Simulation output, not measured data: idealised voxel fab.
Title: Process Module voxel ribs on slabs
Cross-section cut spans 240 nm and uses square cells 5 nm in size.
Cross-section spec: square-cell grid; bands listed top down; each band is one or more rows.
Top, bottom (nm), then materials left to right with widths (nm); lone material tagged "all across" fills the whole band edge to edge; "empty" = empty space.
A quick word on heights: they are counted from 0, and under that level the wafer as it came to us is one material throughout. The lowest band is different from the rest in having no bottom; it simply continues downward, written as in "0 down".
Width spec "30->40" -> top row of cells at first value, bottom row at second value, equal per-row change in between.
Where the words "nothing changed" appear for a step, the cross-section shows no cell changed by that step; every cell remained as before.
Voids not open to the top, 8 cells minimum: see "Voids lacking openings". Written width x height at distance; distance is from the left edge; nm.
On each step's line, the part that comes after the settings is the simulator's own comment on the step.
"overlay nm" on a masked step: distance the mask lay right of its planned place, negative for left.
Listed below are the process steps as planned:
- 1: op RECEIVE | material Si
- 2: op DIRECTIONAL_DEP | material SiO2 | thk nm 25
- 3: op DIRECTIONAL_DEP | material polySi | thk nm 20
- 4: op PATTERN | tone cover | mask id RIB | material resist | width nm 25 | thk nm 15 | overlay nm 0
- 5: op DIRECTIONAL_ETCH | etch materials polySi | depth nm 5
- 6: op STRIP | etch materials resist
- 7: op PATTERN | tone cover | mask id SLAB | material resist | width nm 75 | thk nm 20 | overlay nm 0
- 8: op DIRECTIONAL_ETCH | etch materials polySi | depth nm 15
- 9: op STRIP | etch materials resist
- 10: op FILL_DEP | material SiO2 | thk nm 25
- 11: op CMP | height nm 65
- 12: op DIRECTIONAL_DEP | material TiN | thk nm 10
- 13: op MASKED_ETCH | tone cover | mask id HEATER | width nm 35 | etch materials TiN | depth nm 10 | overlay nm 0
- 14: op CONFORMAL_DEP | material SiO2 | thk nm 5
First of two wafers - as planned:
Here's what the wafer looked like in cross-section when it arrived - that's after step 1:
- 0 down: Si all across
- Voids lacking openings: none
The wafer in cross-section once step 2 is complete:
- 25 to 0: SiO2 all across
- All layers under 0 are left as they were.
The wafer in cross-section once step 3 is complete:
- 45 to 25: polySi all across
- All layers under 25 are left as they were.
The wafer in cross-section once step 4 is complete:
- 60 to 45: 105 nm empty, 25 nm resist, 110 nm empty
- All layers under 45 are left as they were.
The wafer in cross-section once step 5 is complete:
- 60 to 45: 105 nm empty, 25 nm resist, 110 nm empty
- 45 to 40: 105 nm empty, 25 nm polySi, 110 nm empty
- All layers under 40 are left as they were.
The wafer in cross-section once step 6 is complete:
- 45 to 40: 105 nm empty, 25 nm polySi, 110 nm empty
- All layers under 40 are left as they were.
The wafer in cross-section once step 7 is complete:
- 65 to 45: 80 nm empty, 75 nm resist, 85 nm empty
- 45 to 40: 80 nm empty, 25 nm resist, 25 nm polySi, 25 nm resist, 85 nm empty
- All layers under 40 are left as they were.
The wafer in cross-section once step 8 is complete:
- 65 to 45: 80 nm empty, 75 nm resist, 85 nm empty
- 45 to 40: 80 nm empty, 25 nm resist, 25 nm polySi, 25 nm resist, 85 nm empty
- 40 to 25: 80 nm empty, 75 nm polySi, 85 nm empty
- All layers under 25 are left as they were.
The wafer in cross-section once step 9 is complete:
- 45 to 40: 105 nm empty, 25 nm polySi, 110 nm empty
- All layers under 40 are left as they were.
The wafer in cross-section once step 10 is complete:
- 70 to 45: SiO2 all across
- 45 to 40: 105 nm SiO2, 25 nm polySi, 110 nm SiO2
- 40 to 25: 80 nm SiO2, 75 nm polySi, 85 nm SiO2
- All layers under 25 are left as they were.
The wafer in cross-section once step 11 is complete:
- 65 to 45: SiO2 all across
- All layers under 45 are left as they were.
The wafer in cross-section once step 12 is complete:
- 75 to 65: TiN all across
- All layers under 65 are left as they were.
The wafer in cross-section once step 13 is complete:
- 75 to 65: 100 nm empty, 35 nm TiN, 105 nm empty
- All layers under 65 are left as they were.
The wafer in cross-section once step 14 is complete:
- 80 to 75: 95 nm empty, 45 nm SiO2, 100 nm empty
- 75 to 70: 95 nm empty, 5 nm SiO2, 35 nm TiN, 5 nm SiO2, 100 nm empty
- 70 to 65: 100 nm SiO2, 35 nm TiN, 105 nm SiO2
- All layers under 65 are left as they were.
Companion wafer, the second of two: same beginning, same intended sequence, one mistake in carrying it out; through step 11 inclusive it tracks the first exactly:
When step 12 should have ended:
- 75 to 65: polySi all across
- All layers under 65 are left as they were.
when step 13 should have ended: nothing changed
When step 14 should have ended:
- 80 to 75: SiO2 all across
- All layers under 75 are left as they were.
Run error: contrary to plan, step 12 was performed as op DIRECTIONAL_DEP | material polySi | thk nm 10
Cell-count delta at end, second wafer over first, by material: SiO2 -4 | TiN -14 | polySi +96
